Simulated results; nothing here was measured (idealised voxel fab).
Process module name: voxel wiring stack
Xsec cut, 210 nm wide, square cell size 5 nm.
Cross-sections here: square-cell grids, written as top-down lists of bands, a band being one or more rows of cells.
Read a band's entry like this: the first values are the height of its top and the height of its bottom in nm, and what follows is the sequence of materials from left to right, each with its width in nm. Note that "blank" is empty space, and that a single material marked "full width" reaches across the band from edge to edge.
The level at which height equals 0 is the one under which the wafer, as it arrives, is entirely one material. No lower edge exists for the bottom band, which continues downward and is notated as in "0 down".
The width entry "30->40" should be interpreted row by row: the top row of cells in the band takes the first number, the bottom row takes the second number, and the change between adjacent rows is uniform throughout.
"no alteration", as given for a step, is the statement that not any cell of the cross-section underwent a change during that step.
The entry titled "Voids lacking openings" provides the empty spaces that have no open way to the top, restricted to those of 8 cells or more. Each is presented as width x height at distance, the distance being measured from the left edge, with all three in nm.
What comes after the settings on a step's line is commentary from the simulator itself on that step.
overlay nm, on a step with a mask: how far to the right of its planned place the mask lay; to the left if negative

Below is the list of planned process steps:
| 1 | RECEIVE | material Si |
| 2 | CONFORMAL_DEP | material SiO2 | thk nm 10 |
| 3 | DIRECTIONAL_DEP | material TiN | thk nm 5 |
| 4 | DIRECTIONAL_DEP | material Ru | thk nm 25 |
| 5 | DIRECTIONAL_DEP | material aC | thk nm 10 |
| 6 | PATTERN | tone cover | mask id METAL_1 | material resist | width nm 25 | pitch nm 40 | thk nm 25 | overlay nm 0 |
| 7 | DIRECTIONAL_ETCH | etch materials aC | depth nm 10 |
| 8 | STRIP | etch materials resist |
| 9 | DIRECTIONAL_ETCH | etch materials Ru | depth nm 25 |
| 10 | DIRECTIONAL_ETCH | etch materials TiN | depth nm 5 |
| 11 | STRIP | etch materials aC |
| 12 | FILL_DEP | material SiO2 | thk nm 5 |
| 13 | CMP | height nm 40 |
| 14 | CONFORMAL_DEP | material SiCN | thk nm 5 |
| 15 | DIRECTIONAL_DEP | material SiO2 | thk nm 15 |
| 16 | MASKED_ETCH | tone open | mask id PLUG_1 | width nm 15 | pitch nm 40 | etch materials SiO2 | depth nm 15 | overlay nm 0 |
| 17 | MASKED_ETCH | tone open | mask id PLUG_1 | width nm 15 | pitch nm 40 | etch materials SiCN | depth nm 5 | overlay nm 0 |
| 18 | CONFORMAL_DEP | material TiN | thk nm 5 |
| 19 | FILL_DEP | material Ru | thk nm 10 |
| 20 | CMP | height nm 60 |
| 21 | CONFORMAL_DEP | material SiN | thk nm 5 |
| 22 | DIRECTIONAL_DEP | material lowk | thk nm 15 |
| 23 | DIRECTIONAL_DEP | material aC | thk nm 10 |
| 24 | PATTERN | tone open | mask id METAL_2 | material resist | width nm 25 | pitch nm 40 | thk nm 30 | overlay nm 0 |
| 25 | DIRECTIONAL_ETCH | etch materials aC | depth nm 10 |
| 26 | STRIP | etch materials resist |
| 27 | DIRECTIONAL_ETCH | etch materials lowk | depth nm 15 |
| 28 | DIRECTIONAL_ETCH | etch materials SiN | depth nm 5 |
| 29 | STRIP | etch materials aC |
| 30 | CONFORMAL_DEP | material TiN | thk nm 5 |
| 31 | FILL_DEP | material Cu | thk nm 5 |
| 32 | CMP | height nm 80 |
| 33 | CONFORMAL_DEP | material SiCN | thk nm 5 |
| 34 | DIRECTIONAL_DEP | material SiO2 | thk nm 30 |
| 35 | MASKED_ETCH | tone open | mask id METAL_3_HOLES | width nm 15 | pitch nm 80 | etch materials SiO2 | depth nm 30 | overlay nm 0 |
| 36 | DIRECTIONAL_DEP | material aC | thk nm 15 |
| 37 | PATTERN | tone open | mask id METAL_3 | material resist | width nm 25 | pitch nm 40 | thk nm 30 | overlay nm 0 |
| 38 | DIRECTIONAL_ETCH | etch materials aC | depth nm 15 |
| 39 | STRIP | etch materials resist |
| 40 | DIRECTIONAL_ETCH | etch materials SiO2 | depth nm 20 |
| 41 | DIRECTIONAL_ETCH | etch materials SiCN | depth nm 5 |
| 42 | STRIP | etch materials aC |
| 43 | CONFORMAL_DEP | material TiN | thk nm 5 |
| 44 | FILL_DEP | material Cu | thk nm 10 |
| 45 | CMP | height nm 115 |
| 46 | CONFORMAL_DEP | material SiN | thk nm 5 |

The first of two wafers, run as planned:

This is the cross-section of the wafer as we received it, i.e. after step 1:
	0 down | Si full width
	Voids lacking openings: none

Sectional view: wafer, after step 2:
	10 to 0 | SiO2 full width
	No changes below 0.

Sectional view: wafer, after step 3:
	15 to 10 | TiN full width
	No changes below 10.

Sectional view: wafer, after step 4:
	40 to 15 | Ru full width
	No changes below 15.

Sectional view: wafer, after step 5:
	50 to 40 | aC full width
	No changes below 40.

Sectional view: wafer, after step 6:
	75 to 50 | blank: 30 | resist: 25 | blank: 15 | resist: 25 | blank: 15 | resist: 25 | blank: 15 | resist: 25 | blank: 35
	No changes below 50.

Sectional view: wafer, after step 7:
	65 to 50 | blank: 30 | resist: 25 | blank: 15 | resist: 25 | blank: 15 | resist: 25 | blank: 15 | resist: 25 | blank: 35
	50 to 40 | blank: 30 | aC: 25 | blank: 15 | aC: 25 | blank: 15 | aC: 25 | blank: 15 | aC: 25 | blank: 35
	No changes below 40.

Sectional view: wafer, after step 8:
	50 to 40 | blank: 30 | aC: 25 | blank: 15 | aC: 25 | blank: 15 | aC: 25 | blank: 15 | aC: 25 | blank: 35
	No changes below 40.

Sectional view: wafer, after step 9:
	50 to 40 | blank: 30 | aC: 25 | blank: 15 | aC: 25 | blank: 15 | aC: 25 | blank: 15 | aC: 25 | blank: 35
	40 to 15 | blank: 30 | Ru: 25 | blank: 15 | Ru: 25 | blank: 15 | Ru: 25 | blank: 15 | Ru: 25 | blank: 35
	No changes below 15.

Sectional view: wafer, after step 10:
	50 to 40 | blank: 30 | aC: 25 | blank: 15 | aC: 25 | blank: 15 | aC: 25 | blank: 15 | aC: 25 | blank: 35
	40 to 15 | blank: 30 | Ru: 25 | blank: 15 | Ru: 25 | blank: 15 | Ru: 25 | blank: 15 | Ru: 25 | blank: 35
	15 to 10 | blank: 30 | TiN: 25 | blank: 15 | TiN: 25 | blank: 15 | TiN: 25 | blank: 15 | TiN: 25 | blank: 35
	No changes below 10.

Sectional view: wafer, after step 11:
	40 to 15 | blank: 30 | Ru: 25 | blank: 15 | Ru: 25 | blank: 15 | Ru: 25 | blank: 15 | Ru: 25 | blank: 35
	No changes below 15.

Sectional view: wafer, after step 12:
	45 to 40 | SiO2 full width
	40 to 15 | SiO2: 30 | Ru: 25 | SiO2: 15 | Ru: 25 | SiO2: 15 | Ru: 25 | SiO2: 15 | Ru: 25 | SiO2: 35
	15 to 10 | SiO2: 30 | TiN: 25 | SiO2: 15 | TiN: 25 | SiO2: 15 | TiN: 25 | SiO2: 15 | TiN: 25 | SiO2: 35
	No changes below 10.

Sectional view: wafer, after step 13:
	40 to 15 | SiO2: 30 | Ru: 25 | SiO2: 15 | Ru: 25 | SiO2: 15 | Ru: 25 | SiO2: 15 | Ru: 25 | SiO2: 35
	No changes below 15.

Sectional view: wafer, after step 14:
	45 to 40 | SiCN full width
	No changes below 40.

Sectional view: wafer, after step 15:
	60 to 45 | SiO2 full width
	No changes below 45.

Sectional view: wafer, after step 16:
	60 to 45 | SiO2: 30 | blank: 15 | SiO2: 25 | blank: 15 | SiO2: 25 | blank: 15 | SiO2: 25 | blank: 15 | SiO2: 45
	No changes below 45.

Sectional view: wafer, after step 17:
	60 to 45 | SiO2: 30 | blank: 15 | SiO2: 25 | blank: 15 | SiO2: 25 | blank: 15 | SiO2: 25 | blank: 15 | SiO2: 45
	45 to 40 | SiCN: 30 | blank: 15 | SiCN: 25 | blank: 15 | SiCN: 25 | blank: 15 | SiCN: 25 | blank: 15 | SiCN: 45
	No changes below 40.

Sectional view: wafer, after step 18:
	65 to 60 | TiN: 35 | blank: 5 | TiN: 35 | blank: 5 | TiN: 35 | blank: 5 | TiN: 35 | blank: 5 | TiN: 50
	60 to 45 | SiO2: 30 | TiN: 5 | blank: 5 | TiN: 5 | SiO2: 25 | TiN: 5 | blank: 5 | TiN: 5 | SiO2: 25 | TiN: 5 | blank: 5 | TiN: 5 | SiO2: 25 | TiN: 5 | blank: 5 | TiN: 5 | SiO2: 45
	45 to 40 | SiCN: 30 | TiN: 15 | SiCN: 25 | TiN: 15 | SiCN: 25 | TiN: 15 | SiCN: 25 | TiN: 15 | SiCN: 45
	No changes below 40.

Sectional view: wafer, after step 19:
	75 to 65 | Ru full width
	65 to 60 | TiN: 35 | Ru: 5 | TiN: 35 | Ru: 5 | TiN: 35 | Ru: 5 | TiN: 35 | Ru: 5 | TiN: 50
	60 to 45 | SiO2: 30 | TiN: 5 | Ru: 5 | TiN: 5 | SiO2: 25 | TiN: 5 | Ru: 5 | TiN: 5 | SiO2: 25 | TiN: 5 | Ru: 5 | TiN: 5 | SiO2: 25 | TiN: 5 | Ru: 5 | TiN: 5 | SiO2: 45
	No changes below 45.

Sectional view: wafer, after step 20:
	60 to 45 | SiO2: 30 | TiN: 5 | Ru: 5 | TiN: 5 | SiO2: 25 | TiN: 5 | Ru: 5 | TiN: 5 | SiO2: 25 | TiN: 5 | Ru: 5 | TiN: 5 | SiO2: 25 | TiN: 5 | Ru: 5 | TiN: 5 | SiO2: 45
	No changes below 45.

Sectional view: wafer, after step 21:
	65 to 60 | SiN full width
	No changes below 60.

Sectional view: wafer, after step 22:
	80 to 65 | lowk full width
	No changes below 65.

Sectional view: wafer, after step 23:
	90 to 80 | aC full width
	No changes below 80.

Sectional view: wafer, after step 24:
	120 to 90 | resist: 30 | blank: 25 | resist: 15 | blank: 25 | resist: 15 | blank: 25 | resist: 15 | blank: 25 | resist: 35
	No changes below 90.

Sectional view: wafer, after step 25:
	110 to 90 | resist: 30 | blank: 25 | resist: 15 | blank: 25 | resist: 15 | blank: 25 | resist: 15 | blank: 25 | resist: 35
	90 to 80 | aC: 30 | blank: 25 | aC: 15 | blank: 25 | aC: 15 | blank: 25 | aC: 15 | blank: 25 | aC: 35
	No changes below 80.

Sectional view: wafer, after step 26:
	90 to 80 | aC: 30 | blank: 25 | aC: 15 | blank: 25 | aC: 15 | blank: 25 | aC: 15 | blank: 25 | aC: 35
	No changes below 80.

Sectional view: wafer, after step 27:
	90 to 80 | aC: 30 | blank: 25 | aC: 15 | blank: 25 | aC: 15 | blank: 25 | aC: 15 | blank: 25 | aC: 35
	80 to 65 | lowk: 30 | blank: 25 | lowk: 15 | blank: 25 | lowk: 15 | blank: 25 | lowk: 15 | blank: 25 | lowk: 35
	No changes below 65.

Sectional view: wafer, after step 28:
	90 to 80 | aC: 30 | blank: 25 | aC: 15 | blank: 25 | aC: 15 | blank: 25 | aC: 15 | blank: 25 | aC: 35
	80 to 65 | lowk: 30 | blank: 25 | lowk: 15 | blank: 25 | lowk: 15 | blank: 25 | lowk: 15 | blank: 25 | lowk: 35
	65 to 60 | SiN: 30 | blank: 25 | SiN: 15 | blank: 25 | SiN: 15 | blank: 25 | SiN: 15 | blank: 25 | SiN: 35
	No changes below 60.

Sectional view: wafer, after step 29:
	80 to 65 | lowk: 30 | blank: 25 | lowk: 15 | blank: 25 | lowk: 15 | blank: 25 | lowk: 15 | blank: 25 | lowk: 35
	No changes below 65.

Sectional view: wafer, after step 30:
	85 to 80 | TiN: 35 | blank: 15 | TiN: 25 | blank: 15 | TiN: 25 | blank: 15 | TiN: 25 | blank: 15 | TiN: 40
	80 to 65 | lowk: 30 | TiN: 5 | blank: 15 | TiN: 5 | lowk: 15 | TiN: 5 | blank: 15 | TiN: 5 | lowk: 15 | TiN: 5 | blank: 15 | TiN: 5 | lowk: 15 | TiN: 5 | blank: 15 | TiN: 5 | lowk: 35
	65 to 60 | SiN: 30 | TiN: 25 | SiN: 15 | TiN: 25 | SiN: 15 | TiN: 25 | SiN: 15 | TiN: 25 | SiN: 35
	No changes below 60.

Sectional view: wafer, after step 31:
	90 to 85 | Cu full width
	85 to 80 | TiN: 35 | Cu: 15 | TiN: 25 | Cu: 15 | TiN: 25 | Cu: 15 | TiN: 25 | Cu: 15 | TiN: 40
	80 to 65 | lowk: 30 | TiN: 5 | Cu: 15 | TiN: 5 | lowk: 15 | TiN: 5 | Cu: 15 | TiN: 5 | lowk: 15 | TiN: 5 | Cu: 15 | TiN: 5 | lowk: 15 | TiN: 5 | Cu: 15 | TiN: 5 | lowk: 35
	No changes below 65.

Sectional view: wafer, after step 32:
	80 to 65 | lowk: 30 | TiN: 5 | Cu: 15 | TiN: 5 | lowk: 15 | TiN: 5 | Cu: 15 | TiN: 5 | lowk: 15 | TiN: 5 | Cu: 15 | TiN: 5 | lowk: 15 | TiN: 5 | Cu: 15 | TiN: 5 | lowk: 35
	No changes below 65.

Sectional view: wafer, after step 33:
	85 to 80 | SiCN full width
	No changes below 80.

Sectional view: wafer, after step 34:
	115 to 85 | SiO2 full width
	No changes below 85.

Sectional view: wafer, after step 35:
	115 to 85 | SiO2: 30 | blank: 15 | SiO2: 65 | blank: 15 | SiO2: 85
	No changes below 85.

Sectional view: wafer, after step 36:
	130 to 115 | aC: 30 | blank: 15 | aC: 65 | blank: 15 | aC: 85
	115 to 100 | SiO2: 30 | blank: 15 | SiO2: 65 | blank: 15 | SiO2: 85
	100 to 85 | SiO2: 30 | aC: 15 | SiO2: 65 | aC: 15 | SiO2: 85
	No changes below 85.

Sectional view: wafer, after step 37:
	160 to 130 | resist: 30 | blank: 25 | resist: 15 | blank: 25 | resist: 15 | blank: 25 | resist: 15 | blank: 25 | resist: 35
	No changes below 130.

Sectional view: wafer, after step 38:
	145 to 130 | resist: 30 | blank: 25 | resist: 15 | blank: 25 | resist: 15 | blank: 25 | resist: 15 | blank: 25 | resist: 35
	130 to 115 | aC: 30 | blank: 25 | aC: 15 | blank: 25 | aC: 15 | blank: 25 | aC: 15 | blank: 25 | aC: 35
	115 to 85 | SiO2: 30 | blank: 15 | SiO2: 65 | blank: 15 | SiO2: 85
	No changes below 85.

Sectional view: wafer, after step 39:
	130 to 115 | aC: 30 | blank: 25 | aC: 15 | blank: 25 | aC: 15 | blank: 25 | aC: 15 | blank: 25 | aC: 35
	No changes below 115.

Sectional view: wafer, after step 40:
	130 to 115 | aC: 30 | blank: 25 | aC: 15 | blank: 25 | aC: 15 | blank: 25 | aC: 15 | blank: 25 | aC: 35
	115 to 95 | SiO2: 30 | blank: 25 | SiO2: 15 | blank: 25 | SiO2: 15 | blank: 25 | SiO2: 15 | blank: 25 | SiO2: 35
	No changes below 95.

Sectional view: wafer, after step 41:
	130 to 115 | aC: 30 | blank: 25 | aC: 15 | blank: 25 | aC: 15 | blank: 25 | aC: 15 | blank: 25 | aC: 35
	115 to 95 | SiO2: 30 | blank: 25 | SiO2: 15 | blank: 25 | SiO2: 15 | blank: 25 | SiO2: 15 | blank: 25 | SiO2: 35
	95 to 85 | SiO2: 30 | blank: 15 | SiO2: 65 | blank: 15 | SiO2: 85
	85 to 80 | SiCN: 30 | blank: 15 | SiCN: 65 | blank: 15 | SiCN: 85
	No changes below 80.

Sectional view: wafer, after step 42:
	115 to 95 | SiO2: 30 | blank: 25 | SiO2: 15 | blank: 25 | SiO2: 15 | blank: 25 | SiO2: 15 | blank: 25 | SiO2: 35
	No changes below 95.

Sectional view: wafer, after step 43:
	120 to 115 | TiN: 35 | blank: 15 | TiN: 25 | blank: 15 | TiN: 25 | blank: 15 | TiN: 25 | blank: 15 | TiN: 40
	115 to 100 | SiO2: 30 | TiN: 5 | blank: 15 | TiN: 5 | SiO2: 15 | TiN: 5 | blank: 15 | TiN: 5 | SiO2: 15 | TiN: 5 | blank: 15 | TiN: 5 | SiO2: 15 | TiN: 5 | blank: 15 | TiN: 5 | SiO2: 35
	100 to 95 | SiO2: 30 | TiN: 5 | blank: 5 | TiN: 15 | SiO2: 15 | TiN: 25 | SiO2: 15 | TiN: 5 | blank: 5 | TiN: 15 | SiO2: 15 | TiN: 25 | SiO2: 35
	95 to 85 | SiO2: 30 | TiN: 5 | blank: 5 | TiN: 5 | SiO2: 65 | TiN: 5 | blank: 5 | TiN: 5 | SiO2: 85
	85 to 80 | SiCN: 30 | TiN: 15 | SiCN: 65 | TiN: 15 | SiCN: 85
	No changes below 80.

Sectional view: wafer, after step 44:
	130 to 120 | Cu full width
	120 to 115 | TiN: 35 | Cu: 15 | TiN: 25 | Cu: 15 | TiN: 25 | Cu: 15 | TiN: 25 | Cu: 15 | TiN: 40
	115 to 100 | SiO2: 30 | TiN: 5 | Cu: 15 | TiN: 5 | SiO2: 15 | TiN: 5 | Cu: 15 | TiN: 5 | SiO2: 15 | TiN: 5 | Cu: 15 | TiN: 5 | SiO2: 15 | TiN: 5 | Cu: 15 | TiN: 5 | SiO2: 35
	100 to 95 | SiO2: 30 | TiN: 5 | Cu: 5 | TiN: 15 | SiO2: 15 | TiN: 25 | SiO2: 15 | TiN: 5 | Cu: 5 | TiN: 15 | SiO2: 15 | TiN: 25 | SiO2: 35
	95 to 85 | SiO2: 30 | TiN: 5 | Cu: 5 | TiN: 5 | SiO2: 65 | TiN: 5 | Cu: 5 | TiN: 5 | SiO2: 85
	No changes below 85.

Sectional view: wafer, after step 45:
	115 to 100 | SiO2: 30 | TiN: 5 | Cu: 15 | TiN: 5 | SiO2: 15 | TiN: 5 | Cu: 15 | TiN: 5 | SiO2: 15 | TiN: 5 | Cu: 15 | TiN: 5 | SiO2: 15 | TiN: 5 | Cu: 15 | TiN: 5 | SiO2: 35
	No changes below 100.

Sectional view: wafer, after step 46:
	120 to 115 | SiN full width
	No changes below 115.

Okay, second wafer. Nothing different at the start, nothing different in the plan, just one mistake somewhere in the running. As far as step 15, counting that step, it's the first wafer all over again:

Second wafer at the planned finish of step 16, seen in cross-section:
	60 to 45 | blank: 30 | SiO2: 15 | blank: 25 | SiO2: 15 | blank: 25 | SiO2: 15 | blank: 25 | SiO2: 15 | blank: 45
	No changes below 45.

Second wafer at the planned finish of step 17, seen in cross-section: no alteration

Second wafer at the planned finish of step 18, seen in cross-section:
	65 to 60 | blank: 25 | TiN: 25 | blank: 15 | TiN: 25 | blank: 15 | TiN: 25 | blank: 15 | TiN: 25 | blank: 40
	60 to 50 | blank: 25 | TiN: 5 | SiO2: 15 | TiN: 5 | blank: 15 | TiN: 5 | SiO2: 15 | TiN: 5 | blank: 15 | TiN: 5 | SiO2: 15 | TiN: 5 | blank: 15 | TiN: 5 | SiO2: 15 | TiN: 5 | blank: 40
	50 to 45 | TiN: 30 | SiO2: 15 | TiN: 25 | SiO2: 15 | TiN: 25 | SiO2: 15 | TiN: 25 | SiO2: 15 | TiN: 45
	No changes below 45.

Second wafer at the planned finish of step 19, seen in cross-section:
	75 to 65 | Ru full width
	65 to 60 | Ru: 25 | TiN: 25 | Ru: 15 | TiN: 25 | Ru: 15 | TiN: 25 | Ru: 15 | TiN: 25 | Ru: 40
	60 to 50 | Ru: 25 | TiN: 5 | SiO2: 15 | TiN: 5 | Ru: 15 | TiN: 5 | SiO2: 15 | TiN: 5 | Ru: 15 | TiN: 5 | SiO2: 15 | TiN: 5 | Ru: 15 | TiN: 5 | SiO2: 15 | TiN: 5 | Ru: 40
	No changes below 50.

Second wafer at the planned finish of step 20, seen in cross-section:
	60 to 50 | Ru: 25 | TiN: 5 | SiO2: 15 | TiN: 5 | Ru: 15 | TiN: 5 | SiO2: 15 | TiN: 5 | Ru: 15 | TiN: 5 | SiO2: 15 | TiN: 5 | Ru: 15 | TiN: 5 | SiO2: 15 | TiN: 5 | Ru: 40
	No changes below 50.

Second wafer at the planned finish of step 21, seen in cross-section:
	65 to 60 | SiN full width
	No changes below 60.

Second wafer at the planned finish of step 22, seen in cross-section:
	80 to 65 | lowk full width
	No changes below 65.

Second wafer at the planned finish of step 23, seen in cross-section:
	90 to 80 | aC full width
	No changes below 80.

Second wafer at the planned finish of step 24, seen in cross-section:
	120 to 90 | resist: 30 | blank: 25 | resist: 15 | blank: 25 | resist: 15 | blank: 25 | resist: 15 | blank: 25 | resist: 35
	No changes below 90.

Second wafer at the planned finish of step 25, seen in cross-section:
	110 to 90 | resist: 30 | blank: 25 | resist: 15 | blank: 25 | resist: 15 | blank: 25 | resist: 15 | blank: 25 | resist: 35
	90 to 80 | aC: 30 | blank: 25 | aC: 15 | blank: 25 | aC: 15 | blank: 25 | aC: 15 | blank: 25 | aC: 35
	No changes below 80.

Second wafer at the planned finish of step 26, seen in cross-section:
	90 to 80 | aC: 30 | blank: 25 | aC: 15 | blank: 25 | aC: 15 | blank: 25 | aC: 15 | blank: 25 | aC: 35
	No changes below 80.

Second wafer at the planned finish of step 27, seen in cross-section:
	90 to 80 | aC: 30 | blank: 25 | aC: 15 | blank: 25 | aC: 15 | blank: 25 | aC: 15 | blank: 25 | aC: 35
	80 to 65 | lowk: 30 | blank: 25 | lowk: 15 | blank: 25 | lowk: 15 | blank: 25 | lowk: 15 | blank: 25 | lowk: 35
	No changes below 65.

Second wafer at the planned finish of step 28, seen in cross-section:
	90 to 80 | aC: 30 | blank: 25 | aC: 15 | blank: 25 | aC: 15 | blank: 25 | aC: 15 | blank: 25 | aC: 35
	80 to 65 | lowk: 30 | blank: 25 | lowk: 15 | blank: 25 | lowk: 15 | blank: 25 | lowk: 15 | blank: 25 | lowk: 35
	65 to 60 | SiN: 30 | blank: 25 | SiN: 15 | blank: 25 | SiN: 15 | blank: 25 | SiN: 15 | blank: 25 | SiN: 35
	No changes below 60.

Second wafer at the planned finish of step 29, seen in cross-section:
	80 to 65 | lowk: 30 | blank: 25 | lowk: 15 | blank: 25 | lowk: 15 | blank: 25 | lowk: 15 | blank: 25 | lowk: 35
	No changes below 65.

Second wafer at the planned finish of step 30, seen in cross-section:
	85 to 80 | TiN: 35 | blank: 15 | TiN: 25 | blank: 15 | TiN: 25 | blank: 15 | TiN: 25 | blank: 15 | TiN: 40
	80 to 65 | lowk: 30 | TiN: 5 | blank: 15 | TiN: 5 | lowk: 15 | TiN: 5 | blank: 15 | TiN: 5 | lowk: 15 | TiN: 5 | blank: 15 | TiN: 5 | lowk: 15 | TiN: 5 | blank: 15 | TiN: 5 | lowk: 35
	65 to 60 | SiN: 30 | TiN: 25 | SiN: 15 | TiN: 25 | SiN: 15 | TiN: 25 | SiN: 15 | TiN: 25 | SiN: 35
	No changes below 60.

Second wafer at the planned finish of step 31, seen in cross-section:
	90 to 85 | Cu full width
	85 to 80 | TiN: 35 | Cu: 15 | TiN: 25 | Cu: 15 | TiN: 25 | Cu: 15 | TiN: 25 | Cu: 15 | TiN: 40
	80 to 65 | lowk: 30 | TiN: 5 | Cu: 15 | TiN: 5 | lowk: 15 | TiN: 5 | Cu: 15 | TiN: 5 | lowk: 15 | TiN: 5 | Cu: 15 | TiN: 5 | lowk: 15 | TiN: 5 | Cu: 15 | TiN: 5 | lowk: 35
	No changes below 65.

Second wafer at the planned finish of step 32, seen in cross-section:
	80 to 65 | lowk: 30 | TiN: 5 | Cu: 15 | TiN: 5 | lowk: 15 | TiN: 5 | Cu: 15 | TiN: 5 | lowk: 15 | TiN: 5 | Cu: 15 | TiN: 5 | lowk: 15 | TiN: 5 | Cu: 15 | TiN: 5 | lowk: 35
	No changes below 65.

Second wafer at the planned finish of step 33, seen in cross-section:
	85 to 80 | SiCN full width
	No changes below 80.

Second wafer at the planned finish of step 34, seen in cross-section:
	115 to 85 | SiO2 full width
	No changes below 85.

Second wafer at the planned finish of step 35, seen in cross-section:
	115 to 85 | SiO2: 30 | blank: 15 | SiO2: 65 | blank: 15 | SiO2: 85
	No changes below 85.

Second wafer at the planned finish of step 36, seen in cross-section:
	130 to 115 | aC: 30 | blank: 15 | aC: 65 | blank: 15 | aC: 85
	115 to 100 | SiO2: 30 | blank: 15 | SiO2: 65 | blank: 15 | SiO2: 85
	100 to 85 | SiO2: 30 | aC: 15 | SiO2: 65 | aC: 15 | SiO2: 85
	No changes below 85.

Second wafer at the planned finish of step 37, seen in cross-section:
	160 to 130 | resist: 30 | blank: 25 | resist: 15 | blank: 25 | resist: 15 | blank: 25 | resist: 15 | blank: 25 | resist: 35
	No changes below 130.

Second wafer at the planned finish of step 38, seen in cross-section:
	145 to 130 | resist: 30 | blank: 25 | resist: 15 | blank: 25 | resist: 15 | blank: 25 | resist: 15 | blank: 25 | resist: 35
	130 to 115 | aC: 30 | blank: 25 | aC: 15 | blank: 25 | aC: 15 | blank: 25 | aC: 15 | blank: 25 | aC: 35
	115 to 85 | SiO2: 30 | blank: 15 | SiO2: 65 | blank: 15 | SiO2: 85
	No changes below 85.

Second wafer at the planned finish of step 39, seen in cross-section:
	130 to 115 | aC: 30 | blank: 25 | aC: 15 | blank: 25 | aC: 15 | blank: 25 | aC: 15 | blank: 25 | aC: 35
	No changes below 115.

Second wafer at the planned finish of step 40, seen in cross-section:
	130 to 115 | aC: 30 | blank: 25 | aC: 15 | blank: 25 | aC: 15 | blank: 25 | aC: 15 | blank: 25 | aC: 35
	115 to 95 | SiO2: 30 | blank: 25 | SiO2: 15 | blank: 25 | SiO2: 15 | blank: 25 | SiO2: 15 | blank: 25 | SiO2: 35
	No changes below 95.

Second wafer at the planned finish of step 41, seen in cross-section:
	130 to 115 | aC: 30 | blank: 25 | aC: 15 | blank: 25 | aC: 15 | blank: 25 | aC: 15 | blank: 25 | aC: 35
	115 to 95 | SiO2: 30 | blank: 25 | SiO2: 15 | blank: 25 | SiO2: 15 | blank: 25 | SiO2: 15 | blank: 25 | SiO2: 35
	95 to 85 | SiO2: 30 | blank: 15 | SiO2: 65 | blank: 15 | SiO2: 85
	85 to 80 | SiCN: 30 | blank: 15 | SiCN: 65 | blank: 15 | SiCN: 85
	No changes below 80.

Second wafer at the planned finish of step 42, seen in cross-section:
	115 to 95 | SiO2: 30 | blank: 25 | SiO2: 15 | blank: 25 | SiO2: 15 | blank: 25 | SiO2: 15 | blank: 25 | SiO2: 35
	No changes below 95.

Second wafer at the planned finish of step 43, seen in cross-section:
	120 to 115 | TiN: 35 | blank: 15 | TiN: 25 | blank: 15 | TiN: 25 | blank: 15 | TiN: 25 | blank: 15 | TiN: 40
	115 to 100 | SiO2: 30 | TiN: 5 | blank: 15 | TiN: 5 | SiO2: 15 | TiN: 5 | blank: 15 | TiN: 5 | SiO2: 15 | TiN: 5 | blank: 15 | TiN: 5 | SiO2: 15 | TiN: 5 | blank: 15 | TiN: 5 | SiO2: 35
	100 to 95 | SiO2: 30 | TiN: 5 | blank: 5 | TiN: 15 | SiO2: 15 | TiN: 25 | SiO2: 15 | TiN: 5 | blank: 5 | TiN: 15 | SiO2: 15 | TiN: 25 | SiO2: 35
	95 to 85 | SiO2: 30 | TiN: 5 | blank: 5 | TiN: 5 | SiO2: 65 | TiN: 5 | blank: 5 | TiN: 5 | SiO2: 85
	85 to 80 | SiCN: 30 | TiN: 15 | SiCN: 65 | TiN: 15 | SiCN: 85
	No changes below 80.

Second wafer at the planned finish of step 44, seen in cross-section:
	130 to 120 | Cu full width
	120 to 115 | TiN: 35 | Cu: 15 | TiN: 25 | Cu: 15 | TiN: 25 | Cu: 15 | TiN: 25 | Cu: 15 | TiN: 40
	115 to 100 | SiO2: 30 | TiN: 5 | Cu: 15 | TiN: 5 | SiO2: 15 | TiN: 5 | Cu: 15 | TiN: 5 | SiO2: 15 | TiN: 5 | Cu: 15 | TiN: 5 | SiO2: 15 | TiN: 5 | Cu: 15 | TiN: 5 | SiO2: 35
	100 to 95 | SiO2: 30 | TiN: 5 | Cu: 5 | TiN: 15 | SiO2: 15 | TiN: 25 | SiO2: 15 | TiN: 5 | Cu: 5 | TiN: 15 | SiO2: 15 | TiN: 25 | SiO2: 35
	95 to 85 | SiO2: 30 | TiN: 5 | Cu: 5 | TiN: 5 | SiO2: 65 | TiN: 5 | Cu: 5 | TiN: 5 | SiO2: 85
	No changes below 85.

Second wafer at the planned finish of step 45, seen in cross-section:
	115 to 100 | SiO2: 30 | TiN: 5 | Cu: 15 | TiN: 5 | SiO2: 15 | TiN: 5 | Cu: 15 | TiN: 5 | SiO2: 15 | TiN: 5 | Cu: 15 | TiN: 5 | SiO2: 15 | TiN: 5 | Cu: 15 | TiN: 5 | SiO2: 35
	No changes below 100.

Second wafer at the planned finish of step 46, seen in cross-section:
	120 to 115 | SiN full width
	No changes below 115.
Diagnosis: rather than as planned, step 16 actually ran as MASKED_ETCH | tone cover | mask id PLUG_1 | width nm 15 | pitch nm 40 | etch materials SiO2 | depth nm 15 | overlay nm 0
Wrapping up, a cell-based count of both wafers puts the second over or under the first for these materials: Ru +32, SiCN +12, SiO2 -54, TiN +10
